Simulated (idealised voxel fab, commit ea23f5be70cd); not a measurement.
process module | voxel ribs on slabs
Cross-section cut: width 165 nm, square cells of 5 nm.
A cross-section is a grid of square cells, given in bands from the top down. A band is one or more rows of cells. What a band's entry tells you: where the top is and where the bottom is, as heights in nm, and after that what lies inside, material by material from left to right, each with its width in nm. Empty space is written as the word "empty", and a single material marked with the word "all across" occupies the band from edge to edge. A quick word on heights: they are counted from 0, and under that level the wafer as it came to us is one material throughout. The lowest band is different from the rest in having no bottom; it simply continues downward, written as in "0 nm and below". Quick explanation for "30..40": the width changes in equal steps down the rows of cells, from the first number in the band's top row to the second number in its bottom row. "no modification", as given for a step, is the statement that not any cell of the cross-section underwent a change during that step. You'll see "Closed void list" listing empty spaces that have no way open to the top, as long as they're 8 cells or more; the notation is width x height at distance, where the distance is from the left edge, and all of it is in nm. Where a step's line continues beyond its settings, the continuation is a remark by the simulator itself on that step. overlay nm: mask offset rightward from planned place, masked step; negative means leftward offset.
The following list gives the planned process steps
step 1: RECEIVE: material Si
step 2: DIRECTIONAL_DEP: material SiO2, thk nm 30
step 3: DIRECTIONAL_DEP: material SiN, thk nm 15
step 4: DIRECTIONAL_DEP: material aC, thk nm 10
step 5: PATTERN: tone cover, mask id RIB, material resist, width nm 25, thk nm 25, overlay nm 0
step 6: DIRECTIONAL_ETCH: etch materials aC, depth nm 10
step 7: STRIP: etch materials resist
step 8: DIRECTIONAL_ETCH: etch materials SiN, depth nm 10
step 9: STRIP: etch materials aC
step 10: MASKED_ETCH: tone cover, mask id SLAB, width nm 55, etch materials SiN, depth nm 5, overlay nm 0
step 11: FILL_DEP: material SiO2, thk nm 25
step 12: CMP: height nm 65
step 13: DIRECTIONAL_DEP: material TiN, thk nm 5
step 14: DIRECTIONAL_DEP: material aC, thk nm 10
step 15: PATTERN: tone cover, mask id HEATER, material resist, width nm 35, thk nm 30, overlay nm 0
step 16: DIRECTIONAL_ETCH: etch materials aC, depth nm 10
step 17: STRIP: etch materials resist
step 18: DIRECTIONAL_ETCH: etch materials TiN, depth nm 5
step 19: STRIP: etch materials aC
step 20: CONFORMAL_DEP: material SiO2, thk nm 10
First of two wafers, processed according to plan
The cross-section here shows the wafer as received, i.e. in its state after step 1
0 nm and below = Si all across
Closed void list: none
Wafer after step 2 (cross-section)
30 nm to 0 nm = SiO2 all across
Rest of section, below 0: as before.
Wafer after step 3 (cross-section)
45 nm to 30 nm = SiN all across
Rest of section, below 30: as before.
Wafer after step 4 (cross-section)
55 nm to 45 nm = aC all across
Rest of section, below 45: as before.
Wafer after step 5 (cross-section)
80 nm to 55 nm = 70 nm empty; 25 nm resist; 70 nm empty
Rest of section, below 55: as before.
Wafer after step 6 (cross-section)
70 nm to 55 nm = 70 nm empty; 25 nm resist; 70 nm empty
55 nm to 45 nm = 70 nm empty; 25 nm aC; 70 nm empty
Rest of section, below 45: as before.
Wafer after step 7 (cross-section)
55 nm to 45 nm = 70 nm empty; 25 nm aC; 70 nm empty
Rest of section, below 45: as before.
Wafer after step 8 (cross-section)
55 nm to 45 nm = 70 nm empty; 25 nm aC; 70 nm empty
45 nm to 35 nm = 70 nm empty; 25 nm SiN; 70 nm empty
Rest of section, below 35: as before.
Wafer after step 9 (cross-section)
45 nm to 35 nm = 70 nm empty; 25 nm SiN; 70 nm empty
Rest of section, below 35: as before.
Wafer after step 10 (cross-section)
45 nm to 35 nm = 70 nm empty; 25 nm SiN; 70 nm empty
35 nm to 30 nm = 55 nm empty; 55 nm SiN; 55 nm empty
Rest of section, below 30: as before.
Wafer after step 11 (cross-section)
70 nm to 45 nm = SiO2 all across
45 nm to 35 nm = 70 nm SiO2; 25 nm SiN; 70 nm SiO2
35 nm to 30 nm = 55 nm SiO2; 55 nm SiN; 55 nm SiO2
Rest of section, below 30: as before.
Wafer after step 12 (cross-section)
65 nm to 45 nm = SiO2 all across
Rest of section, below 45: as before.
Wafer after step 13 (cross-section)
70 nm to 65 nm = TiN all across
Rest of section, below 65: as before.
Wafer after step 14 (cross-section)
80 nm to 70 nm = aC all across
Rest of section, below 70: as before.
Wafer after step 15 (cross-section)
110 nm to 80 nm = 65 nm empty; 35 nm resist; 65 nm empty
Rest of section, below 80: as before.
Wafer after step 16 (cross-section)
100 nm to 80 nm = 65 nm empty; 35 nm resist; 65 nm empty
80 nm to 70 nm = 65 nm empty; 35 nm aC; 65 nm empty
Rest of section, below 70: as before.
Wafer after step 17 (cross-section)
80 nm to 70 nm = 65 nm empty; 35 nm aC; 65 nm empty
Rest of section, below 70: as before.
Wafer after step 18 (cross-section)
80 nm to 70 nm = 65 nm empty; 35 nm aC; 65 nm empty
70 nm to 65 nm = 65 nm empty; 35 nm TiN; 65 nm empty
Rest of section, below 65: as before.
Wafer after step 19 (cross-section)
70 nm to 65 nm = 65 nm empty; 35 nm TiN; 65 nm empty
Rest of section, below 65: as before.
Wafer after step 20 (cross-section)
80 nm to 75 nm = 55 nm empty; 55 nm SiO2; 55 nm empty
75 nm to 70 nm = SiO2 all across
70 nm to 65 nm = 65 nm SiO2; 35 nm TiN; 65 nm SiO2
Rest of section, below 65: as before.
Second wafer, same starting conditions and recipe as the first, one mistake in executing it, nothing differs from the first up to and including step 2
The second wafer in cross-section, at the planned close of step 3
55 nm to 30 nm = SiN all across
Rest of section, below 30: as before.
The second wafer in cross-section, at the planned close of step 4
65 nm to 55 nm = aC all across
Rest of section, below 55: as before.
The second wafer in cross-section, at the planned close of step 5
90 nm to 65 nm = 70 nm empty; 25 nm resist; 70 nm empty
Rest of section, below 65: as before.
The second wafer in cross-section, at the planned close of step 6
80 nm to 65 nm = 70 nm empty; 25 nm resist; 70 nm empty
65 nm to 55 nm = 70 nm empty; 25 nm aC; 70 nm empty
Rest of section, below 55: as before.
The second wafer in cross-section, at the planned close of step 7
65 nm to 55 nm = 70 nm empty; 25 nm aC; 70 nm empty
Rest of section, below 55: as before.
The second wafer in cross-section, at the planned close of step 8
65 nm to 55 nm = 70 nm empty; 25 nm aC; 70 nm empty
55 nm to 45 nm = 70 nm empty; 25 nm SiN; 70 nm empty
Rest of section, below 45: as before.
The second wafer in cross-section, at the planned close of step 9
55 nm to 45 nm = 70 nm empty; 25 nm SiN; 70 nm empty
Rest of section, below 45: as before.
The second wafer in cross-section, at the planned close of step 10
55 nm to 45 nm = 70 nm empty; 25 nm SiN; 70 nm empty
45 nm to 40 nm = 55 nm empty; 55 nm SiN; 55 nm empty
Rest of section, below 40: as before.
The second wafer in cross-section, at the planned close of step 11
80 nm to 55 nm = SiO2 all across
55 nm to 45 nm = 70 nm SiO2; 25 nm SiN; 70 nm SiO2
45 nm to 40 nm = 55 nm SiO2; 55 nm SiN; 55 nm SiO2
Rest of section, below 40: as before.
The second wafer in cross-section, at the planned close of step 12
65 nm to 55 nm = SiO2 all across
Rest of section, below 55: as before.
The second wafer in cross-section, at the planned close of step 13
70 nm to 65 nm = TiN all across
Rest of section, below 65: as before.
The second wafer in cross-section, at the planned close of step 14
80 nm to 70 nm = aC all across
Rest of section, below 70: as before.
The second wafer in cross-section, at the planned close of step 15
110 nm to 80 nm = 65 nm empty; 35 nm resist; 65 nm empty
Rest of section, below 80: as before.
The second wafer in cross-section, at the planned close of step 16
100 nm to 80 nm = 65 nm empty; 35 nm resist; 65 nm empty
80 nm to 70 nm = 65 nm empty; 35 nm aC; 65 nm empty
Rest of section, below 70: as before.
The second wafer in cross-section, at the planned close of step 17
80 nm to 70 nm = 65 nm empty; 35 nm aC; 65 nm empty
Rest of section, below 70: as before.
The second wafer in cross-section, at the planned close of step 18
80 nm to 70 nm = 65 nm empty; 35 nm aC; 65 nm empty
70 nm to 65 nm = 65 nm empty; 35 nm TiN; 65 nm empty
Rest of section, below 65: as before.
The second wafer in cross-section, at the planned close of step 19
70 nm to 65 nm = 65 nm empty; 35 nm TiN; 65 nm empty
Rest of section, below 65: as before.
The second wafer in cross-section, at the planned close of step 20
80 nm to 75 nm = 55 nm empty; 55 nm SiO2; 55 nm empty
75 nm to 70 nm = SiO2 all across
70 nm to 65 nm = 65 nm SiO2; 35 nm TiN; 65 nm SiO2
Rest of section, below 65: as before.
Plan not followed: it should be noted that step 3 was executed with settings other than those planned, the operation and settings actually applied being DIRECTIONAL_DEP: material SiN, thk nm 25
In the final state, the cell counts of the second wafer exceed or fall short of those of the first for the following materials: 66 more of SiN; 66 fewer of SiO2
